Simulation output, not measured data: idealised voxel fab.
Presented below is a process module, voxel capacitor over wiring.
280 nm wide, 5 nm square cells: that's cross-section cut.
Just so we're on the same page, the cross-sections are grids of square cells, and they're listed out in bands top to bottom, each band one or more rows deep. For a band, the entry starts with two heights in nm, that of the top and then that of the bottom, and carries on with the band's materials in order from left to right, each alongside its width in nm; the word "edge to edge" beside a single material means it fills the band edge to edge, and "air" means empty space. Basically, 0 is our baseline, since under it the wafer straight out of the box is all one material. The bottom band has no lower end and keeps on going down, so it looks like "0 nm and below". A two-number width, for instance "30->40", indicates that the width is equal to the first number in the top row of the band and to the second number in the bottom row, and that it changes by a constant amount per row of cells. "nothing got changed", as given for a step, is the statement that not any cell of the cross-section underwent a change during that step. The entry "Tabulated closed voids" lists the empty spaces that cover at least 8 cells and have no open path to the top. Each is written as width x height at distance, where the distance is measured from the left edge and all three values are in nm. Read whatever lies past the settings on a step's line as the simulator's own remark about the step. overlay nm: step with mask; distance mask lay right of planned place; negative value = left of planned place.
Steps in the process plan:
1) op RECEIVE | material Si
2) op CONFORMAL_DEP | material SiO2 | thk nm 10
3) op DIRECTIONAL_DEP | material TiN | thk nm 5
4) op DIRECTIONAL_DEP | material W | thk nm 20
5) op PATTERN | tone cover | mask id METAL_1 | material resist | width nm 20 | pitch nm 75 | thk nm 15 | overlay nm 0
6) op DIRECTIONAL_ETCH | etch materials W | depth nm 20
7) op DIRECTIONAL_ETCH | etch materials TiN | depth nm 5
8) op STRIP | etch materials resist
9) op FILL_DEP | material lowk | thk nm 5
10) op CMP | height nm 35
11) op CONFORMAL_DEP | material SiCN | thk nm 5
12) op DIRECTIONAL_DEP | material SiO2 | thk nm 20
13) op DIRECTIONAL_DEP | material aC | thk nm 15
14) op PATTERN | tone open | mask id PLUG_1 | material resist | width nm 15 | thk nm 35 | overlay nm 0
15) op DIRECTIONAL_ETCH | etch materials aC | depth nm 15
16) op STRIP | etch materials resist
17) op DIRECTIONAL_ETCH | etch materials SiO2 | depth nm 20
18) op DIRECTIONAL_ETCH | etch materials SiCN | depth nm 5
19) op STRIP | etch materials aC
20) op EPI | material Ru | thk nm 10
21) op EPI | material Ru | thk nm 10
22) op EPI | material Ru | thk nm 5
23) op DIRECTIONAL_DEP | material TiN | thk nm 5
24) op DIRECTIONAL_DEP | material SiN | thk nm 5
25) op DIRECTIONAL_DEP | material TiN | thk nm 5
26) op PATTERN | tone cover | mask id UPPER_PLATE | material resist | width nm 60 | thk nm 20 | overlay nm 0
27) op DIRECTIONAL_ETCH | etch materials TiN | depth nm 5
28) op DIRECTIONAL_ETCH | etch materials SiN | depth nm 5
29) op STRIP | etch materials resist
30) op MASKED_ETCH | tone cover | mask id LOWER_PLATE | width nm 70 | etch materials TiN | depth nm 5 | overlay nm 0
31) op FILL_DEP | material SiO2 | thk nm 15
32) op CMP | height nm 85
33) op MASKED_ETCH | tone open | mask id PLUG_2 | width nm 15 | etch materials SiO2 | depth nm 10 | overlay nm 0
34) op CONFORMAL_DEP | material TiN | thk nm 5
35) op FILL_DEP | material Cu | thk nm 5
36) op CMP | height nm 85
37) op CONFORMAL_DEP | material SiCN | thk nm 5
Account of the first of two wafers, which was processed as intended:
This is the cross-section of the wafer as we received it, i.e. after step 1:
    0 nm and below = Si edge to edge
    Tabulated closed voids: none
Upon completion of step 2, the wafer appears in cross-section as shown:
    10 nm to 0 nm = SiO2 edge to edge
    Everything under 0 stays put, no change at all.
Upon completion of step 3, the wafer appears in cross-section as shown:
    15 nm to 10 nm = TiN edge to edge
    Everything under 10 stays put, no change at all.
Upon completion of step 4, the wafer appears in cross-section as shown:
    35 nm to 15 nm = W edge to edge
    Everything under 15 stays put, no change at all.
Upon completion of step 5, the wafer appears in cross-section as shown:
    50 nm to 35 nm = air=90 / resist=20 / air=55 / resist=20 / air=95
    Everything under 35 stays put, no change at all.
Upon completion of step 6, the wafer appears in cross-section as shown:
    50 nm to 35 nm = air=90 / resist=20 / air=55 / resist=20 / air=95
    35 nm to 15 nm = air=90 / W=20 / air=55 / W=20 / air=95
    Everything under 15 stays put, no change at all.
Upon completion of step 7, the wafer appears in cross-section as shown:
    50 nm to 35 nm = air=90 / resist=20 / air=55 / resist=20 / air=95
    35 nm to 15 nm = air=90 / W=20 / air=55 / W=20 / air=95
    15 nm to 10 nm = air=90 / TiN=20 / air=55 / TiN=20 / air=95
    Everything under 10 stays put, no change at all.
Upon completion of step 8, the wafer appears in cross-section as shown:
    35 nm to 15 nm = air=90 / W=20 / air=55 / W=20 / air=95
    Everything under 15 stays put, no change at all.
Upon completion of step 9, the wafer appears in cross-section as shown:
    40 nm to 35 nm = lowk edge to edge
    35 nm to 15 nm = lowk=90 / W=20 / lowk=55 / W=20 / lowk=95
    15 nm to 10 nm = lowk=90 / TiN=20 / lowk=55 / TiN=20 / lowk=95
    Everything under 10 stays put, no change at all.
Upon completion of step 10, the wafer appears in cross-section as shown:
    35 nm to 15 nm = lowk=90 / W=20 / lowk=55 / W=20 / lowk=95
    Everything under 15 stays put, no change at all.
Upon completion of step 11, the wafer appears in cross-section as shown:
    40 nm to 35 nm = SiCN edge to edge
    Everything under 35 stays put, no change at all.
Upon completion of step 12, the wafer appears in cross-section as shown:
    60 nm to 40 nm = SiO2 edge to edge
    Everything under 40 stays put, no change at all.
Upon completion of step 13, the wafer appears in cross-section as shown:
    75 nm to 60 nm = aC edge to edge
    Everything under 60 stays put, no change at all.
Upon completion of step 14, the wafer appears in cross-section as shown:
    110 nm to 75 nm = resist=95 / air=15 / resist=170
    Everything under 75 stays put, no change at all.
Upon completion of step 15, the wafer appears in cross-section as shown:
    95 nm to 75 nm = resist=95 / air=15 / resist=170
    75 nm to 60 nm = aC=95 / air=15 / aC=170
    Everything under 60 stays put, no change at all.
Upon completion of step 16, the wafer appears in cross-section as shown:
    75 nm to 60 nm = aC=95 / air=15 / aC=170
    Everything under 60 stays put, no change at all.
Upon completion of step 17, the wafer appears in cross-section as shown:
    75 nm to 60 nm = aC=95 / air=15 / aC=170
    60 nm to 40 nm = SiO2=95 / air=15 / SiO2=170
    Everything under 40 stays put, no change at all.
Upon completion of step 18, the wafer appears in cross-section as shown:
    75 nm to 60 nm = aC=95 / air=15 / aC=170
    60 nm to 40 nm = SiO2=95 / air=15 / SiO2=170
    40 nm to 35 nm = SiCN=95 / air=15 / SiCN=170
    Everything under 35 stays put, no change at all.
Upon completion of step 19, the wafer appears in cross-section as shown:
    60 nm to 40 nm = SiO2=95 / air=15 / SiO2=170
    Everything under 40 stays put, no change at all.
Upon completion of step 20, the wafer appears in cross-section as shown:
    60 nm to 45 nm = SiO2=95 / air=15 / SiO2=170
    45 nm to 40 nm = SiO2=95 / Ru=15 / SiO2=170
    40 nm to 35 nm = SiCN=95 / Ru=15 / SiCN=170
    Everything under 35 stays put, no change at all.
Upon completion of step 21, the wafer appears in cross-section as shown:
    60 nm to 55 nm = SiO2=95 / air=15 / SiO2=170
    55 nm to 40 nm = SiO2=95 / Ru=15 / SiO2=170
    Everything under 40 stays put, no change at all.
Upon completion of step 22, the wafer appears in cross-section as shown:
    60 nm to 40 nm = SiO2=95 / Ru=15 / SiO2=170
    Everything under 40 stays put, no change at all.
Upon completion of step 23, the wafer appears in cross-section as shown:
    65 nm to 60 nm = TiN edge to edge
    Everything under 60 stays put, no change at all.
Upon completion of step 24, the wafer appears in cross-section as shown:
    70 nm to 65 nm = SiN edge to edge
    Everything under 65 stays put, no change at all.
Upon completion of step 25, the wafer appears in cross-section as shown:
    75 nm to 70 nm = TiN edge to edge
    Everything under 70 stays put, no change at all.
Upon completion of step 26, the wafer appears in cross-section as shown:
    95 nm to 75 nm = air=95 / resist=60 / air=125
    Everything under 75 stays put, no change at all.
Upon completion of step 27, the wafer appears in cross-section as shown:
    95 nm to 75 nm = air=95 / resist=60 / air=125
    75 nm to 70 nm = air=95 / TiN=60 / air=125
    Everything under 70 stays put, no change at all.
Upon completion of step 28, the wafer appears in cross-section as shown:
    95 nm to 75 nm = air=95 / resist=60 / air=125
    75 nm to 70 nm = air=95 / TiN=60 / air=125
    70 nm to 65 nm = air=95 / SiN=60 / air=125
    Everything under 65 stays put, no change at all.
Upon completion of step 29, the wafer appears in cross-section as shown:
    75 nm to 70 nm = air=95 / TiN=60 / air=125
    Everything under 70 stays put, no change at all.
Upon completion of step 30, the wafer appears in cross-section as shown:
    75 nm to 70 nm = air=95 / TiN=60 / air=125
    70 nm to 65 nm = air=95 / SiN=60 / air=125
    65 nm to 60 nm = air=90 / TiN=70 / air=120
    Everything under 60 stays put, no change at all.
Upon completion of step 31, the wafer appears in cross-section as shown:
    90 nm to 75 nm = SiO2 edge to edge
    75 nm to 70 nm = SiO2=95 / TiN=60 / SiO2=125
    70 nm to 65 nm = SiO2=95 / SiN=60 / SiO2=125
    65 nm to 60 nm = SiO2=90 / TiN=70 / SiO2=120
    Everything under 60 stays put, no change at all.
Upon completion of step 32, the wafer appears in cross-section as shown:
    85 nm to 75 nm = SiO2 edge to edge
    Everything under 75 stays put, no change at all.
Upon completion of step 33, the wafer appears in cross-section as shown:
    85 nm to 75 nm = SiO2=105 / air=15 / SiO2=160
    Everything under 75 stays put, no change at all.
Upon completion of step 34, the wafer appears in cross-section as shown:
    90 nm to 85 nm = TiN=110 / air=5 / TiN=165
    85 nm to 80 nm = SiO2=105 / TiN=5 / air=5 / TiN=5 / SiO2=160
    80 nm to 70 nm = SiO2=105->95 / TiN=15->60 / SiO2=160->125
    Everything under 70 stays put, no change at all.
Upon completion of step 35, the wafer appears in cross-section as shown:
    95 nm to 90 nm = Cu edge to edge
    90 nm to 85 nm = TiN=110 / Cu=5 / TiN=165
    85 nm to 80 nm = SiO2=105 / TiN=5 / Cu=5 / TiN=5 / SiO2=160
    Everything under 80 stays put, no change at all.
Upon completion of step 36, the wafer appears in cross-section as shown:
    85 nm to 80 nm = SiO2=105 / TiN=5 / Cu=5 / TiN=5 / SiO2=160
    Everything under 80 stays put, no change at all.
Upon completion of step 37, the wafer appears in cross-section as shown:
    90 nm to 85 nm = SiCN edge to edge
    Everything under 85 stays put, no change at all.
Wafer two: like wafer one in start and plan, but with one mistake in execution; identical up to and including step 25:
Cross-section of the second wafer when, according to plan, step 26 should have finished:
    95 nm to 75 nm = air=85 / resist=60 / air=135
    Everything under 75 stays put, no change at all.
Cross-section of the second wafer when, according to plan, step 27 should have finished:
    95 nm to 75 nm = air=85 / resist=60 / air=135
    75 nm to 70 nm = air=85 / TiN=60 / air=135
    Everything under 70 stays put, no change at all.
Cross-section of the second wafer when, according to plan, step 28 should have finished:
    95 nm to 75 nm = air=85 / resist=60 / air=135
    75 nm to 70 nm = air=85 / TiN=60 / air=135
    70 nm to 65 nm = air=85 / SiN=60 / air=135
    Everything under 65 stays put, no change at all.
Cross-section of the second wafer when, according to plan, step 29 should have finished:
    75 nm to 70 nm = air=85 / TiN=60 / air=135
    Everything under 70 stays put, no change at all.
Cross-section of the second wafer when, according to plan, step 30 should have finished:
    75 nm to 70 nm = air=90 / TiN=55 / air=135
    70 nm to 65 nm = air=85 / SiN=60 / air=135
    65 nm to 60 nm = air=85 / TiN=75 / air=120
    Everything under 60 stays put, no change at all.
Cross-section of the second wafer when, according to plan, step 31 should have finished:
    90 nm to 75 nm = SiO2 edge to edge
    75 nm to 70 nm = SiO2=90 / TiN=55 / SiO2=135
    70 nm to 65 nm = SiO2=85 / SiN=60 / SiO2=135
    65 nm to 60 nm = SiO2=85 / TiN=75 / SiO2=120
    Everything under 60 stays put, no change at all.
Cross-section of the second wafer when, according to plan, step 32 should have finished:
    85 nm to 75 nm = SiO2 edge to edge
    Everything under 75 stays put, no change at all.
Cross-section of the second wafer when, according to plan, step 33 should have finished:
    85 nm to 75 nm = SiO2=105 / air=15 / SiO2=160
    Everything under 75 stays put, no change at all.
Cross-section of the second wafer when, according to plan, step 34 should have finished:
    90 nm to 85 nm = TiN=110 / air=5 / TiN=165
    85 nm to 80 nm = SiO2=105 / TiN=5 / air=5 / TiN=5 / SiO2=160
    80 nm to 70 nm = SiO2=105->90 / TiN=15->55 / SiO2=160->135
    Everything under 70 stays put, no change at all.
Cross-section of the second wafer when, according to plan, step 35 should have finished:
    95 nm to 90 nm = Cu edge to edge
    90 nm to 85 nm = TiN=110 / Cu=5 / TiN=165
    85 nm to 80 nm = SiO2=105 / TiN=5 / Cu=5 / TiN=5 / SiO2=160
    Everything under 80 stays put, no change at all.
Cross-section of the second wafer when, according to plan, step 36 should have finished:
    85 nm to 80 nm = SiO2=105 / TiN=5 / Cu=5 / TiN=5 / SiO2=160
    Everything under 80 stays put, no change at all.
Cross-section of the second wafer when, according to plan, step 37 should have finished:
    90 nm to 85 nm = SiCN edge to edge
    Everything under 85 stays put, no change at all.
Misprocessing identified: step 26 was not run as planned; what actually ran was op PATTERN | tone cover | mask id UPPER_PLATE | material resist | width nm 60 | thk nm 20 | overlay nm -10
at the end the second wafer has, in cells: as many of each material as the first, in other places
